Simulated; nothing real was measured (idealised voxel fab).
Herein follows the process module entitled voxel spacer lines.
Displayed cross-section: cut, width of 195 nm, square cells sized 5 nm.
Notation: cross-section as square-cell grid; stated in bands, top first, going down; one or more cell rows per band.
Within each band entry, the heights of the top and of the bottom of the band appear first, in that order and in nm; the materials of the band then follow from left to right, each with its corresponding width in nm. The designation "everywhere" on a single material indicates that it fills the band from edge to edge; the designation "empty" indicates empty space.
For the purposes of this specification, 0 denotes the height below which the wafer in its as-received condition is composed wholly of one material, and the lowermost band, lacking a lower limit, extends downward without end, as expressed in "top 0, no bottom".
A two-number width, for instance "30->40", indicates that the width is equal to the first number in the top row of the band and to the second number in the bottom row, and that it changes by a constant amount per row of cells.
"remains unaltered" after a step means that no cell of the cross-section changed.
Closed empty spaces (no open way to the top) of 8 cells or more are what "Enclosed internal voids" lists, each as width x height at distance from the left edge, nm for all three.
The remark found on a step's line after its settings is issued by the simulator itself and pertains to that step.
A step line may carry the setting "overlay nm", which, for steps involving a mask, states the distance by which the mask lay to the right of its intended position; negative values denote displacement to the left.
### plan
- 1: RECEIVE: material Si
- 2: CONFORMAL_DEP: material Al2O3, thk nm 10
- 3: DIRECTIONAL_DEP: material W, thk nm 15
- 4: DIRECTIONAL_DEP: material polySi, thk nm 25
- 5: PATTERN: tone cover, mask id MANDREL, material resist, width nm 20, pitch nm 60, thk nm 30, overlay nm 0
- 6: DIRECTIONAL_ETCH: etch materials polySi, depth nm 25
- 7: STRIP: etch materials resist
- 8: CONFORMAL_DEP: material SiO2, thk nm 10
- 9: DIRECTIONAL_ETCH: etch materials SiO2, depth nm 10
- 10: STRIP: etch materials polySi
- 11: DIRECTIONAL_ETCH: etch materials W, depth nm 15
- 12: STRIP: etch materials SiO2
### Wafer at receipt (post step 1), cross-section
  top 0, no bottom = Si everywhere
  Enclosed internal voids: none
### Wafer cross-section at module end: first of two, run to plan
  top 25, bottom 10 = 15 nm empty, then 10 nm W, then 20 nm empty, then 10 nm W, then 20 nm empty, then 10 nm W, then 20 nm empty, then 10 nm W, then 20 nm empty, then 10 nm W, then 20 nm empty, then 10 nm W, then 20 nm empty
  top 10, bottom 0 = Al2O3 everywhere
  top 0, no bottom = Si everywhere
  Enclosed internal voids: none
### Cross-sectional image of the second wafer of the two following completion of the module. Starting state and process plan were the same as for the first wafer; one execution error occurred
  top 35, bottom 10 = polySi everywhere
  top 10, bottom 0 = Al2O3 everywhere
  top 0, no bottom = Si everywhere
  Enclosed internal voids: none
It is concluded that the wafer was processed incorrectly with respect to the plan, in that the intended sequence of steps 3 and 4 was reversed during processing, with each occupying the position of the other
Materials where the second wafer ends with more or fewer cells than the first: W: 36 fewer; polySi: 195 more
